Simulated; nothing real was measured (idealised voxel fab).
Documented hereafter: the process module known as voxel double patterning.
The width of the displayed cross-section, cut, is 240 nm; its cells are square, with a size of 5 nm.
Cross-section format: a grid of square cells, given as bands from top to bottom; each band is one or more rows of cells. For a band, the entry starts with two heights in nm, that of the top and then that of the bottom, and carries on with the band's materials in order from left to right, each alongside its width in nm; the word "edge to edge" beside a single material means it fills the band edge to edge, and "empty" means empty space. For the purposes of this specification, 0 denotes the height below which the wafer in its as-received condition is composed wholly of one material, and the lowermost band, lacking a lower limit, extends downward without end, as expressed in "0..down". A width such as "30->40" changes by the same amount from each row of cells to the next, from the band's top row to its bottom row. Given "stayed the same" for a step, no cell of the cross-section differs between before and after that step. "Cavities, sealed": empty spaces of 8 cells or more with no open way to the top, each given as width x height at distance, distance from the left edge, all in nm. Step line, after settings: the simulator's comment on this step. overlay nm: for a step with a mask, the amount by which the mask lay right of where it was planned; a negative amount means left of it.

# Planned process steps
- 1: RECEIVE [material Si]
- 2: CONFORMAL_DEP [material SiO2] [thk nm 10]
- 3: DIRECTIONAL_DEP [material W] [thk nm 15]
- 4: DIRECTIONAL_DEP [material SiCN] [thk nm 5]
- 5: PATTERN [tone open] [mask id FIRST] [material resist] [width nm 15] [pitch nm 50] [thk nm 15] [overlay nm 0]
- 6: DIRECTIONAL_ETCH [etch materials SiCN] [depth nm 5]
- 7: STRIP [etch materials resist]
- 8: DIRECTIONAL_DEP [material aC] [thk nm 10]
- 9: PATTERN [tone open] [mask id SECOND] [material resist] [width nm 15] [thk nm 30] [overlay nm 0]
- 10: DIRECTIONAL_ETCH [etch materials aC] [depth nm 10]
- 11: STRIP [etch materials resist]
- 12: DIRECTIONAL_ETCH [etch materials SiCN] [depth nm 5]
- 13: STRIP [etch materials aC]
- 14: DIRECTIONAL_ETCH [etch materials W] [depth nm 15]
- 15: STRIP [etch materials SiCN]

# Cross-section of the wafer at receipt, which is the condition after step 1
  0..down | Si edge to edge
  Cavities, sealed: none

# Below is the wafer in cross-section after the module was completed. It began from the starting point shown above and followed the plan shown above, except that one mistake was made while running it
  25..10 | 110 of empty, 15 of W, 115 of empty
  10..0 | SiO2 edge to edge
  0..down | Si edge to edge
  Cavities, sealed: none
Against the plan, the run slipped here: so step 9 ended up running with a different setting than we planned, it ran as PATTERN [tone cover] [mask id SECOND] [material resist] [width nm 15] [thk nm 30] [overlay nm 0]
